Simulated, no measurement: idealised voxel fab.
Documented hereafter: the process module known as voxel wiring stack.
In the cross-section labelled cut, the width is 215 nm and each square cell is 5 nm.
This document writes a cross-section as a grid whose cells are square, and gives it as bands, listed from the top down; one or more rows of cells form a band. Band entry format. Leading values: height of top, height of bottom, nm. Remainder: materials in left-to-right order, each with its width in nm. Special words: "full width" on a single material, which then fills the band edge to edge; "air", empty space. Zero point of the height axis is 0; under it, received wafer = one material. Lowest band: continues down indefinitely, "0 -> down". Width: "30..40" (first number = top row, second number = bottom row, same change from row to row of cells). Any step labelled "everything unchanged" changed none of the cells in the cross-section. Trapped voids: empty space of 8 cells or more with no open way to the top, each as width x height at its distance from the left edge, in nm. The remark found on a step's line after its settings is issued by the simulator itself and pertains to that step. Each step line may optionally specify "overlay nm", which for a step with a mask gives the rightward distance between the mask's planned place and where it lay, a negative value indicating the leftward direction.
So here's the lineup of process steps we planned
1,RECEIVE [material Si]
2,CONFORMAL_DEP [material SiO2] [thk nm 15]
3,DIRECTIONAL_DEP [material TiN] [thk nm 5]
4,DIRECTIONAL_DEP [material Ru] [thk nm 25]
5,PATTERN [tone cover] [mask id METAL_1] [material resist] [width nm 25] [pitch nm 45] [thk nm 20] [overlay nm 0]
6,DIRECTIONAL_ETCH [etch materials Ru] [depth nm 25]
7,DIRECTIONAL_ETCH [etch materials TiN] [depth nm 5]
8,STRIP [etch materials resist]
9,FILL_DEP [material lowk] [thk nm 5]
10,CMP [height nm 45]
11,CONFORMAL_DEP [material SiCN] [thk nm 5]
12,DIRECTIONAL_DEP [material lowk] [thk nm 20]
13,PATTERN [tone open] [mask id PLUG_1] [material resist] [width nm 15] [pitch nm 45] [thk nm 20] [overlay nm 0]
14,DIRECTIONAL_ETCH [etch materials lowk] [depth nm 20]
15,DIRECTIONAL_ETCH [etch materials SiCN] [depth nm 5]
16,STRIP [etch materials resist]
17,EPI [material Ru] [thk nm 10]
18,EPI [material Ru] [thk nm 10]
19,EPI [material Ru] [thk nm 5]
20,DIRECTIONAL_DEP [material TiN] [thk nm 5]
21,DIRECTIONAL_DEP [material W] [thk nm 15]
22,PATTERN [tone cover] [mask id METAL_2] [material resist] [width nm 25] [pitch nm 45] [thk nm 15] [overlay nm 0]
23,DIRECTIONAL_ETCH [etch materials W] [depth nm 15]
24,DIRECTIONAL_ETCH [etch materials TiN] [depth nm 5]
25,STRIP [etch materials resist]
26,CONFORMAL_DEP [material SiN] [thk nm 5]
27,FILL_DEP [material SiO2] [thk nm 5]
28,CMP [height nm 90]
29,CONFORMAL_DEP [material SiN] [thk nm 5]
First of two wafers: run as planned
Cross-sectional view of the wafer in its as-received condition, corresponding to the state after step 1
> 0 -> down | Si full width
> Trapped voids: none
So this is the wafer cross-section right after step 2
> 15 -> 0 | SiO2 full width
> For the remainder of the cross-section, below 0, there is no change.
So this is the wafer cross-section right after step 3
> 20 -> 15 | TiN full width
> For the remainder of the cross-section, below 15, there is no change.
So this is the wafer cross-section right after step 4
> 45 -> 20 | Ru full width
> For the remainder of the cross-section, below 20, there is no change.
So this is the wafer cross-section right after step 5
> 65 -> 45 | 50 air / 25 resist / 20 air / 25 resist / 20 air / 25 resist / 50 air
> For the remainder of the cross-section, below 45, there is no change.
So this is the wafer cross-section right after step 6
> 65 -> 45 | 50 air / 25 resist / 20 air / 25 resist / 20 air / 25 resist / 50 air
> 45 -> 20 | 50 air / 25 Ru / 20 air / 25 Ru / 20 air / 25 Ru / 50 air
> For the remainder of the cross-section, below 20, there is no change.
So this is the wafer cross-section right after step 7
> 65 -> 45 | 50 air / 25 resist / 20 air / 25 resist / 20 air / 25 resist / 50 air
> 45 -> 20 | 50 air / 25 Ru / 20 air / 25 Ru / 20 air / 25 Ru / 50 air
> 20 -> 15 | 50 air / 25 TiN / 20 air / 25 TiN / 20 air / 25 TiN / 50 air
> For the remainder of the cross-section, below 15, there is no change.
So this is the wafer cross-section right after step 8
> 45 -> 20 | 50 air / 25 Ru / 20 air / 25 Ru / 20 air / 25 Ru / 50 air
> For the remainder of the cross-section, below 20, there is no change.
So this is the wafer cross-section right after step 9
> 50 -> 45 | lowk full width
> 45 -> 20 | 50 lowk / 25 Ru / 20 lowk / 25 Ru / 20 lowk / 25 Ru / 50 lowk
> 20 -> 15 | 50 lowk / 25 TiN / 20 lowk / 25 TiN / 20 lowk / 25 TiN / 50 lowk
> For the remainder of the cross-section, below 15, there is no change.
So this is the wafer cross-section right after step 10
> 45 -> 20 | 50 lowk / 25 Ru / 20 lowk / 25 Ru / 20 lowk / 25 Ru / 50 lowk
> For the remainder of the cross-section, below 20, there is no change.
So this is the wafer cross-section right after step 11
> 50 -> 45 | SiCN full width
> For the remainder of the cross-section, below 45, there is no change.
So this is the wafer cross-section right after step 12
> 70 -> 50 | lowk full width
> For the remainder of the cross-section, below 50, there is no change.
So this is the wafer cross-section right after step 13
> 90 -> 70 | 50 resist / 15 air / 30 resist / 15 air / 30 resist / 15 air / 60 resist
> For the remainder of the cross-section, below 70, there is no change.
So this is the wafer cross-section right after step 14
> 90 -> 70 | 50 resist / 15 air / 30 resist / 15 air / 30 resist / 15 air / 60 resist
> 70 -> 50 | 50 lowk / 15 air / 30 lowk / 15 air / 30 lowk / 15 air / 60 lowk
> For the remainder of the cross-section, below 50, there is no change.
So this is the wafer cross-section right after step 15
> 90 -> 70 | 50 resist / 15 air / 30 resist / 15 air / 30 resist / 15 air / 60 resist
> 70 -> 50 | 50 lowk / 15 air / 30 lowk / 15 air / 30 lowk / 15 air / 60 lowk
> 50 -> 45 | 50 SiCN / 15 air / 30 SiCN / 15 air / 30 SiCN / 15 air / 60 SiCN
> For the remainder of the cross-section, below 45, there is no change.
So this is the wafer cross-section right after step 16
> 70 -> 50 | 50 lowk / 15 air / 30 lowk / 15 air / 30 lowk / 15 air / 60 lowk
> For the remainder of the cross-section, below 50, there is no change.
So this is the wafer cross-section right after step 17
> 70 -> 55 | 50 lowk / 15 air / 30 lowk / 15 air / 30 lowk / 15 air / 60 lowk
> 55 -> 50 | 50 lowk / 15 Ru / 30 lowk / 15 Ru / 30 lowk / 15 Ru / 60 lowk
> 50 -> 45 | 50 SiCN / 15 Ru / 30 SiCN / 15 Ru / 30 SiCN / 15 Ru / 60 SiCN
> For the remainder of the cross-section, below 45, there is no change.
So this is the wafer cross-section right after step 18
> 70 -> 65 | 50 lowk / 15 air / 30 lowk / 15 air / 30 lowk / 15 air / 60 lowk
> 65 -> 50 | 50 lowk / 15 Ru / 30 lowk / 15 Ru / 30 lowk / 15 Ru / 60 lowk
> For the remainder of the cross-section, below 50, there is no change.
So this is the wafer cross-section right after step 19
> 70 -> 50 | 50 lowk / 15 Ru / 30 lowk / 15 Ru / 30 lowk / 15 Ru / 60 lowk
> For the remainder of the cross-section, below 50, there is no change.
So this is the wafer cross-section right after step 20
> 75 -> 70 | TiN full width
> For the remainder of the cross-section, below 70, there is no change.
So this is the wafer cross-section right after step 21
> 90 -> 75 | W full width
> For the remainder of the cross-section, below 75, there is no change.
So this is the wafer cross-section right after step 22
> 105 -> 90 | 50 air / 25 resist / 20 air / 25 resist / 20 air / 25 resist / 50 air
> For the remainder of the cross-section, below 90, there is no change.
So this is the wafer cross-section right after step 23
> 105 -> 90 | 50 air / 25 resist / 20 air / 25 resist / 20 air / 25 resist / 50 air
> 90 -> 75 | 50 air / 25 W / 20 air / 25 W / 20 air / 25 W / 50 air
> For the remainder of the cross-section, below 75, there is no change.
So this is the wafer cross-section right after step 24
> 105 -> 90 | 50 air / 25 resist / 20 air / 25 resist / 20 air / 25 resist / 50 air
> 90 -> 75 | 50 air / 25 W / 20 air / 25 W / 20 air / 25 W / 50 air
> 75 -> 70 | 50 air / 25 TiN / 20 air / 25 TiN / 20 air / 25 TiN / 50 air
> For the remainder of the cross-section, below 70, there is no change.
So this is the wafer cross-section right after step 25
> 90 -> 75 | 50 air / 25 W / 20 air / 25 W / 20 air / 25 W / 50 air
> For the remainder of the cross-section, below 75, there is no change.
So this is the wafer cross-section right after step 26
> 95 -> 90 | 45 air / 35 SiN / 10 air / 35 SiN / 10 air / 35 SiN / 45 air
> 90 -> 75 | 45 air / 5 SiN / 25 W / 5 SiN / 10 air / 5 SiN / 25 W / 5 SiN / 10 air / 5 SiN / 25 W / 5 SiN / 45 air
> 75 -> 70 | 50 SiN / 25 TiN / 20 SiN / 25 TiN / 20 SiN / 25 TiN / 50 SiN
> For the remainder of the cross-section, below 70, there is no change.
So this is the wafer cross-section right after step 27
> 100 -> 95 | SiO2 full width
> 95 -> 90 | 45 SiO2 / 35 SiN / 10 SiO2 / 35 SiN / 10 SiO2 / 35 SiN / 45 SiO2
> 90 -> 75 | 45 SiO2 / 5 SiN / 25 W / 5 SiN / 10 SiO2 / 5 SiN / 25 W / 5 SiN / 10 SiO2 / 5 SiN / 25 W / 5 SiN / 45 SiO2
> For the remainder of the cross-section, below 75, there is no change.
So this is the wafer cross-section right after step 28
> 90 -> 75 | 45 SiO2 / 5 SiN / 25 W / 5 SiN / 10 SiO2 / 5 SiN / 25 W / 5 SiN / 10 SiO2 / 5 SiN / 25 W / 5 SiN / 45 SiO2
> For the remainder of the cross-section, below 75, there is no change.
So this is the wafer cross-section right after step 29
> 95 -> 90 | SiN full width
> For the remainder of the cross-section, below 90, there is no change.
Okay, second wafer. Nothing different at the start, nothing different in the plan, just one mistake somewhere in the running. As far as step 25, counting that step, it's the first wafer all over again
Cross-section: second wafer, time at which step 26 was scheduled to end
> 105 -> 90 | 35 air / 145 SiN / 35 air
> 90 -> 85 | 35 air / 15 SiN / 25 W / 20 SiN / 25 W / 20 SiN / 25 W / 15 SiN / 35 air
> 85 -> 75 | 50 SiN / 25 W / 20 SiN / 25 W / 20 SiN / 25 W / 50 SiN
> 75 -> 70 | 50 SiN / 25 TiN / 20 SiN / 25 TiN / 20 SiN / 25 TiN / 50 SiN
> For the remainder of the cross-section, below 70, there is no change.
Cross-section: second wafer, time at which step 27 was scheduled to end
> 110 -> 105 | SiO2 full width
> 105 -> 90 | 35 SiO2 / 145 SiN / 35 SiO2
> 90 -> 85 | 35 SiO2 / 15 SiN / 25 W / 20 SiN / 25 W / 20 SiN / 25 W / 15 SiN / 35 SiO2
> For the remainder of the cross-section, below 85, there is no change.
Cross-section: second wafer, time at which step 28 was scheduled to end
> 90 -> 85 | 35 SiO2 / 15 SiN / 25 W / 20 SiN / 25 W / 20 SiN / 25 W / 15 SiN / 35 SiO2
> For the remainder of the cross-section, below 85, there is no change.
Cross-section: second wafer, time at which step 29 was scheduled to end
> 95 -> 90 | SiN full width
> For the remainder of the cross-section, below 90, there is no change.
It is concluded that the wafer was processed incorrectly with respect to the plan, in that step 26 was not run as planned; what actually ran was CONFORMAL_DEP [material SiN] [thk nm 15]
Per the end-of-run cell counts, the second wafer holds more or fewer of some materials than the first: 52 more of SiN; 52 fewer of SiO2
